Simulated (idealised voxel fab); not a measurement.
This is a process module. Its name is voxel wiring stack.
It is cross-section cut that appears here, measuring 255 nm in width, its square cells being 5 nm in size.
Square cells in a grid make up a cross-section in this document, and the grid is given as bands, listed from the top down, each one or more rows of cells.
The entry gives the band's vertical extent as a top height and a bottom height in nm, then its horizontal make-up as materials from left to right, each with a width in nm. "blank" stands for empty space; a single material marked "full width" fills the band edge to edge.
Height reference: 0 = level under which incoming wafer is all one material. Lowest band: no bottom, runs on downward, e.g. "0..down".
Per-row width for "30..40": begins at first number (top row of band), ends at second number (bottom row), increment between rows held constant.
No cell of the cross-section changed in a step that is given as "identical to before".
The list in "Enclosed empty spaces" covers empty spaces of 8 cells or more that cannot reach the top through any open way, and it gives each as width x height at distance; the distance is from the left edge, and width, height and distance are in nm.
It should be noted that, on the line of a given step, the content following the step's settings is a remark produced by the simulator itself with respect to that step.
If you see "overlay nm" on a step's line and that step has a mask, it's telling you how far right of where it was planned the mask ended up; a negative number means it went left instead.

THE PROCESS STEPS THAT WERE PLANNED ARE LISTED BELOW
1: RECEIVE: material Si
2: CONFORMAL_DEP: material SiO2, thk nm 10
3: DIRECTIONAL_DEP: material TiN, thk nm 5
4: DIRECTIONAL_DEP: material Ru, thk nm 25
5: PATTERN: tone cover, mask id METAL_1, material resist, width nm 25, pitch nm 55, thk nm 15, overlay nm 0
6: DIRECTIONAL_ETCH: etch materials Ru, depth nm 25
7: DIRECTIONAL_ETCH: etch materials TiN, depth nm 5
8: STRIP: etch materials resist
9: FILL_DEP: material SiO2, thk nm 5
10: CMP: height nm 40
11: CONFORMAL_DEP: material SiCN, thk nm 5
12: DIRECTIONAL_DEP: material lowk, thk nm 20
13: MASKED_ETCH: tone open, mask id PLUG_1, width nm 15, pitch nm 55, etch materials lowk, depth nm 20, overlay nm -15
14: MASKED_ETCH: tone open, mask id PLUG_1, width nm 15, pitch nm 55, etch materials SiCN, depth nm 5, overlay nm 0
15: CONFORMAL_DEP: material TiN, thk nm 5
16: FILL_DEP: material W, thk nm 5
17: CMP: height nm 65
18: CONFORMAL_DEP: material SiN, thk nm 5
19: DIRECTIONAL_DEP: material lowk, thk nm 20
20: MASKED_ETCH: tone open, mask id METAL_2, width nm 25, pitch nm 55, etch materials lowk, depth nm 20, overlay nm 0
21: MASKED_ETCH: tone open, mask id METAL_2, width nm 25, pitch nm 55, etch materials SiN, depth nm 5, overlay nm 0
22: CONFORMAL_DEP: material TiN, thk nm 5
23: FILL_DEP: material Cu, thk nm 10
24: CMP: height nm 90
25: CONFORMAL_DEP: material SiCN, thk nm 5
Don't read the plan's overlay nm for step 13 as applying to every wafer: that's the first wafer's value, and the wafers differ in it, though they all start identical.

CROSS-SECTIONAL VIEW OF THE FIRST OF SEVERAL WAFERS IN THE AS-RECEIVED CONDITION, CORRESPONDING TO THE STATE FOLLOWING STEP 1
  0..down | Si full width
  Enclosed empty spaces: none

LAST STEP OF THE MODULE IS STEP 25; AFTER IT, THE FIRST OF SEVERAL WAFERS IN CROSS-SECTION
  95..90 | SiCN full width
  90..70 | lowk 30 | TiN 5 | Cu 15 | TiN 5 | lowk 30 | TiN 5 | Cu 15 | TiN 5 | lowk 30 | TiN 5 | Cu 15 | TiN 5 | lowk 30 | TiN 5 | Cu 15 | TiN 5 | lowk 35
  70..65 | SiN 30 | TiN 25 | SiN 30 | TiN 25 | SiN 30 | TiN 25 | SiN 30 | TiN 25 | SiN 35
  65..50 | lowk 15 | TiN 5 | W 5 | TiN 5 | lowk 40 | TiN 5 | W 5 | TiN 5 | lowk 40 | TiN 5 | W 5 | TiN 5 | lowk 40 | TiN 5 | W 5 | TiN 5 | lowk 60
  50..45 | lowk 15 | TiN 15 | lowk 40 | TiN 15 | lowk 40 | TiN 15 | lowk 40 | TiN 15 | lowk 60
  45..40 | SiCN full width
  40..15 | SiO2 30 | Ru 25 | SiO2 30 | Ru 25 | SiO2 30 | Ru 25 | SiO2 30 | Ru 25 | SiO2 35
  15..10 | SiO2 30 | TiN 25 | SiO2 30 | TiN 25 | SiO2 30 | TiN 25 | SiO2 30 | TiN 25 | SiO2 35
  10..0 | SiO2 full width
  0..down | Si full width
  Enclosed empty spaces: none

CROSS-SECTIONAL VIEW, END OF MODULE, LAST WAFER OF SEVERAL
  95..90 | SiCN full width
  90..70 | lowk 30 | TiN 5 | Cu 15 | TiN 5 | lowk 30 | TiN 5 | Cu 15 | TiN 5 | lowk 30 | TiN 5 | Cu 15 | TiN 5 | lowk 30 | TiN 5 | Cu 15 | TiN 5 | lowk 35
  70..65 | SiN 30 | TiN 25 | SiN 30 | TiN 25 | SiN 30 | TiN 25 | SiN 30 | TiN 25 | SiN 35
  65..50 | lowk 45 | TiN 5 | W 5 | TiN 5 | lowk 40 | TiN 5 | W 5 | TiN 5 | lowk 40 | TiN 5 | W 5 | TiN 5 | lowk 40 | TiN 5 | W 5 | TiN 5 | lowk 30
  50..45 | lowk 45 | TiN 15 | lowk 40 | TiN 15 | lowk 40 | TiN 15 | lowk 40 | TiN 15 | lowk 30
  45..40 | SiCN full width
  40..15 | SiO2 30 | Ru 25 | SiO2 30 | Ru 25 | SiO2 30 | Ru 25 | SiO2 30 | Ru 25 | SiO2 35
  15..10 | SiO2 30 | TiN 25 | SiO2 30 | TiN 25 | SiO2 30 | TiN 25 | SiO2 30 | TiN 25 | SiO2 35
  10..0 | SiO2 full width
  0..down | Si full width
  Enclosed empty spaces: none

THE ROWS OF THE TABLE BELOW ARE WAFERS. LOOKING AT THE END OF THE MODULE, A ROW COUNTS, FOR EVERY MATERIAL, THE CELLS THE WAFER HAS GAINED, SHOWN AS (+), OR LOST, SHOWN AS (-), SINCE IT WAS RECEIVED; ITS CLOSED VOIDS COME NEXT
overlay nm -15; +48 Cu; +100 Ru; +102 SiCN; +31 SiN; +288 SiO2; +108 TiN; +12 W; +280 lowk; Enclosed empty spaces: none
overlay nm -10; +48 Cu; +100 Ru; +98 SiCN; +31 SiN; +288 SiO2; +112 TiN; +12 W; +280 lowk; Enclosed empty spaces: none
overlay nm -5; +48 Cu; +100 Ru; +94 SiCN; +31 SiN; +288 SiO2; +116 TiN; +12 W; +280 lowk; Enclosed empty spaces: none
overlay nm 0; +48 Cu; +100 Ru; +90 SiCN; +31 SiN; +288 SiO2; +116 TiN; +16 W; +280 lowk; Enclosed empty spaces: none
overlay nm 5; +48 Cu; +100 Ru; +94 SiCN; +31 SiN; +288 SiO2; +116 TiN; +12 W; +280 lowk; Enclosed empty spaces: none
overlay nm 10; +48 Cu; +100 Ru; +98 SiCN; +31 SiN; +288 SiO2; +112 TiN; +12 W; +280 lowk; Enclosed empty spaces: none
overlay nm 15; +48 Cu; +100 Ru; +102 SiCN; +31 SiN; +288 SiO2; +108 TiN; +12 W; +280 lowk; Enclosed empty spaces: none
